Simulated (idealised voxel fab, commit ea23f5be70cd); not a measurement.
Proc. module: voxel capacitor over wiring
We display cut, a cross-section 145 nm in width whose square cells are each 5 nm.
In this document a cross-section is written as a grid of square cells. It is given as a series of bands, listed from the top down, and a band is one or more rows of cells. In this notation a band is specified by the heights of its top and bottom, in that order and in nm, after which its materials appear from left to right, each paired with its width in nm. The word "throughout" attached to a single material means that material fills the band from edge to edge; the word "empty" stands for empty space. Beneath 0, the wafer as received is one material, and that level is where height counting begins. The lowest band goes on downward without a bottom; it is written like "top 0, no bottom". Per-row width for "30 to 40": begins at first number (top row of band), ends at second number (bottom row), increment between rows held constant. Given "no change" for a step, no cell of the cross-section differs between before and after that step. "Closed empty spaces" lists enclosed empty spaces (at least 8 cells, no open path upward to the top), each as width x height at distance from the left edge, in nm. Past the settings on a step's line: simulator remark, on that step. "overlay nm" answers the question of how far to the right of plan the mask lay on a step that has a mask, and when it is negative the answer is to the left.

-- Process steps foreseen in the plan
1 RECEIVE,material Si
2 CONFORMAL_DEP,material SiO2,thk nm 15
3 CONFORMAL_DEP,material SiN,thk nm 5
4 DIRECTIONAL_DEP,material SiO2,thk nm 20
5 DIRECTIONAL_DEP,material aC,thk nm 10
6 PATTERN,tone open,mask id METAL_1,material resist,width nm 20,pitch nm 90,thk nm 30,overlay nm 0
7 DIRECTIONAL_ETCH,etch materials aC,depth nm 10
8 STRIP,etch materials resist
9 DIRECTIONAL_ETCH,etch materials SiO2,depth nm 20
10 DIRECTIONAL_ETCH,etch materials SiN,depth nm 5
11 STRIP,etch materials aC
12 CONFORMAL_DEP,material TiN,thk nm 5
13 FILL_DEP,material Cu,thk nm 10
14 CMP,height nm 40
15 CONFORMAL_DEP,material SiCN,thk nm 5
16 DIRECTIONAL_DEP,material lowk,thk nm 15
17 DIRECTIONAL_DEP,material aC,thk nm 15
18 PATTERN,tone open,mask id PLUG_1,material resist,width nm 15,thk nm 35,overlay nm 0
19 DIRECTIONAL_ETCH,etch materials aC,depth nm 15
20 STRIP,etch materials resist
21 DIRECTIONAL_ETCH,etch materials lowk,depth nm 15
22 DIRECTIONAL_ETCH,etch materials SiCN,depth nm 5
23 STRIP,etch materials aC
24 CONFORMAL_DEP,material TiN,thk nm 5
25 FILL_DEP,material Cu,thk nm 5
26 CMP,height nm 60
27 DIRECTIONAL_DEP,material TiN,thk nm 5
28 DIRECTIONAL_DEP,material SiN,thk nm 5
29 DIRECTIONAL_DEP,material TiN,thk nm 5
30 DIRECTIONAL_DEP,material aC,thk nm 10
31 PATTERN,tone cover,mask id UPPER_PLATE,material resist,width nm 75,thk nm 30,overlay nm 0
32 DIRECTIONAL_ETCH,etch materials aC,depth nm 10
33 STRIP,etch materials resist
34 DIRECTIONAL_ETCH,etch materials TiN,depth nm 5
35 DIRECTIONAL_ETCH,etch materials SiN,depth nm 5
36 STRIP,etch materials aC
37 PATTERN,tone cover,mask id LOWER_PLATE,material resist,width nm 85,thk nm 15,overlay nm 0
38 DIRECTIONAL_ETCH,etch materials TiN,depth nm 5
39 STRIP,etch materials resist
40 FILL_DEP,material SiO2,thk nm 20
41 CMP,height nm 90
42 PATTERN,tone open,mask id PLUG_2,material resist,width nm 15,thk nm 15,overlay nm 0
43 DIRECTIONAL_ETCH,etch materials SiO2,depth nm 15
44 STRIP,etch materials resist
45 CONFORMAL_DEP,material TiN,thk nm 5
46 FILL_DEP,material Ru,thk nm 10
47 CMP,height nm 90
48 CONFORMAL_DEP,material SiN,thk nm 5

-- Received-state cross-section, reflecting completion of step 1
> top 0, no bottom  Si throughout
> Closed empty spaces: none

-- Result of the module, cross-sectioned: start per above, plan per above, one error in how it was run
> top 95, bottom 90  SiN throughout
> top 90, bottom 80  SiO2 30; TiN 5; Ru 5; TiN 5; SiO2 100
> top 80, bottom 70  SiO2 30 to 20; TiN 15 to 75; SiO2 100 to 50
> top 70, bottom 65  SiO2 15; TiN 85; SiO2 45
> top 65, bottom 60  SiN throughout
> top 60, bottom 45  lowk 20; TiN 5; Cu 5; TiN 5; lowk 110
> top 45, bottom 40  SiCN 20; TiN 15; SiCN 110
> top 40, bottom 20  SiO2 15; TiN 5; Cu 10; TiN 5; SiO2 70; TiN 5; Cu 10; TiN 5; SiO2 20
> top 20, bottom 15  SiN 15; TiN 20; SiN 70; TiN 20; SiN 20
> top 15, bottom 0  SiO2 throughout
> top 0, no bottom  Si throughout
> Closed empty spaces: none
Deviation from plan: sequence error: steps 27 and 28 interchanged
